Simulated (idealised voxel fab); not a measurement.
process module | voxel spacer lines
Cross-section cut: width 275 nm, square cells of 5 nm.
Heads up, the way a cross-section reads in here is a grid of square cells, handed over as bands from the top down, with every band being one or more rows of cells. Basically the band line says how high the top is and how high the bottom is, in nm, and then what's in it from left to right, every material with its width in nm. Empty space shows up as "air", and if a single material carries "all across" it runs the full band edge to edge. Basically, 0 is our baseline, since under it the wafer straight out of the box is all one material. The bottom band has no lower end and keeps on going down, so it looks like "0 down". When a width is written as two numbers, as in "30..40", the first number is the width in the top row of cells of the band and the second is the width in its bottom row, and the width changes by the same amount from each row to the next. Where the words "everything unchanged" appear for a step, the cross-section shows no cell changed by that step; every cell remained as before. Heads up: "Entrapped void list" only lists the empty pockets with no open path to the top that are 8 cells or more, and it writes them as width x height at distance, distance from the left edge, in nm. Heads up: the bit after the settings on a step's line is the simulator's remark on that step. Regarding "overlay nm": on a step with a mask, it is the distance the mask lay to the right of its planned place; a negative value places it to the left. Heads up before you read on: it's before/after pairs around one process step each, after side only down to the lowest band that changed, step plus settings under the pair. Pairs can be from different runs of this module, same starting wafer, so only chain a pair onto the one above if its "Geometry before processing" entry says so.

# Geometry before processing
* 50 to 40 | SiO2 all across
* 40 to 20 | Al2O3 all across
* 20 to 5 | SiN all across
* 5 to 0 | Al2O3 all across
* 0 down | Si all across
* Entrapped void list: none

# Structure After Step
* 40 to 20 | Al2O3 all across
* Whatever lies below 20 is exactly as it was before.
* Entrapped void list: none
The process step separating the two cross-sections depicted above is as follows: op DIRECTIONAL_ETCH | etch materials SiO2 | depth nm 10

# Geometry before processing
* 40 to 20 | polySi all across
* 20 to 5 | SiN all across
* 5 to 0 | Al2O3 all across
* 0 down | Si all across
* Entrapped void list: none

# Structure After Step
* 65 to 40 | resist 55 nm; air 25 nm; resist 45 nm; air 25 nm; resist 45 nm; air 25 nm; resist 55 nm
* Whatever lies below 40 is exactly as it was before.
* Entrapped void list: none
The process step separating the two cross-sections depicted above is as follows: op PATTERN | tone open | mask id MANDREL | material resist | width nm 25 | pitch nm 70 | thk nm 25 | overlay nm 0

Geometry before processing: equal to the after panel directly above.

# Structure After Step
* 65 to 40 | resist 55 nm; air 25 nm; resist 45 nm; air 25 nm; resist 45 nm; air 25 nm; resist 55 nm
* 40 to 20 | polySi 55 nm; air 25 nm; polySi 45 nm; air 25 nm; polySi 45 nm; air 25 nm; polySi 55 nm
* Whatever lies below 20 is exactly as it was before.
* Entrapped void list: none
The process step separating the two cross-sections depicted above is as follows: op DIRECTIONAL_ETCH | etch materials polySi | depth nm 20

Geometry before processing: equal to the after panel directly above.

# Structure After Step
* 40 to 20 | polySi 55 nm; air 25 nm; polySi 45 nm; air 25 nm; polySi 45 nm; air 25 nm; polySi 55 nm
* Whatever lies below 20 is exactly as it was before.
* Entrapped void list: none
The process step separating the two cross-sections depicted above is as follows: op STRIP | etch materials resist

Geometry before processing: equal to the after panel directly above.

# Structure After Step
* 50 to 40 | SiO2 65 nm; air 5 nm; SiO2 65 nm; air 5 nm; SiO2 65 nm; air 5 nm; SiO2 65 nm
* 40 to 30 | polySi 55 nm; SiO2 10 nm; air 5 nm; SiO2 10 nm; polySi 45 nm; SiO2 10 nm; air 5 nm; SiO2 10 nm; polySi 45 nm; SiO2 10 nm; air 5 nm; SiO2 10 nm; polySi 55 nm
* 30 to 20 | polySi 55 nm; SiO2 25 nm; polySi 45 nm; SiO2 25 nm; polySi 45 nm; SiO2 25 nm; polySi 55 nm
* Whatever lies below 20 is exactly as it was before.
* Entrapped void list: none
The process step separating the two cross-sections depicted above is as follows: op CONFORMAL_DEP | material SiO2 | thk nm 10

Geometry before processing: equal to the after panel directly above.

# Structure After Step
* 40 to 20 | polySi 55 nm; SiO2 10 nm; air 5 nm; SiO2 10 nm; polySi 45 nm; SiO2 10 nm; air 5 nm; SiO2 10 nm; polySi 45 nm; SiO2 10 nm; air 5 nm; SiO2 10 nm; polySi 55 nm
* Whatever lies below 20 is exactly as it was before.
* Entrapped void list: none
The process step separating the two cross-sections depicted above is as follows: op DIRECTIONAL_ETCH | etch materials SiO2 | depth nm 10

Geometry before processing: equal to the after panel directly above.

# Structure After Step
* 40 to 20 | air 55 nm; SiO2 10 nm; air 5 nm; SiO2 10 nm; air 45 nm; SiO2 10 nm; air 5 nm; SiO2 10 nm; air 45 nm; SiO2 10 nm; air 5 nm; SiO2 10 nm; air 55 nm
* Whatever lies below 20 is exactly as it was before.
* Entrapped void list: none
The process step separating the two cross-sections depicted above is as follows: op STRIP | etch materials polySi

Geometry before processing: equal to the after panel directly above.

# Structure After Step
* 40 to 20 | air 55 nm; SiO2 10 nm; air 5 nm; SiO2 10 nm; air 45 nm; SiO2 10 nm; air 5 nm; SiO2 10 nm; air 45 nm; SiO2 10 nm; air 5 nm; SiO2 10 nm; air 55 nm
* 20 to 5 | air 55 nm; SiN 10 nm; air 5 nm; SiN 10 nm; air 45 nm; SiN 10 nm; air 5 nm; SiN 10 nm; air 45 nm; SiN 10 nm; air 5 nm; SiN 10 nm; air 55 nm
* Whatever lies below 5 is exactly as it was before.
* Entrapped void list: none
The process step separating the two cross-sections depicted above is as follows: op DIRECTIONAL_ETCH | etch materials SiN | depth nm 15

Geometry before processing: equal to the after panel directly above.

# Structure After Step
* 20 to 5 | air 55 nm; SiN 10 nm; air 5 nm; SiN 10 nm; air 45 nm; SiN 10 nm; air 5 nm; SiN 10 nm; air 45 nm; SiN 10 nm; air 5 nm; SiN 10 nm; air 55 nm
* Whatever lies below 5 is exactly as it was before.
* Entrapped void list: none
The process step separating the two cross-sections depicted above is as follows: op STRIP | etch materials SiO2
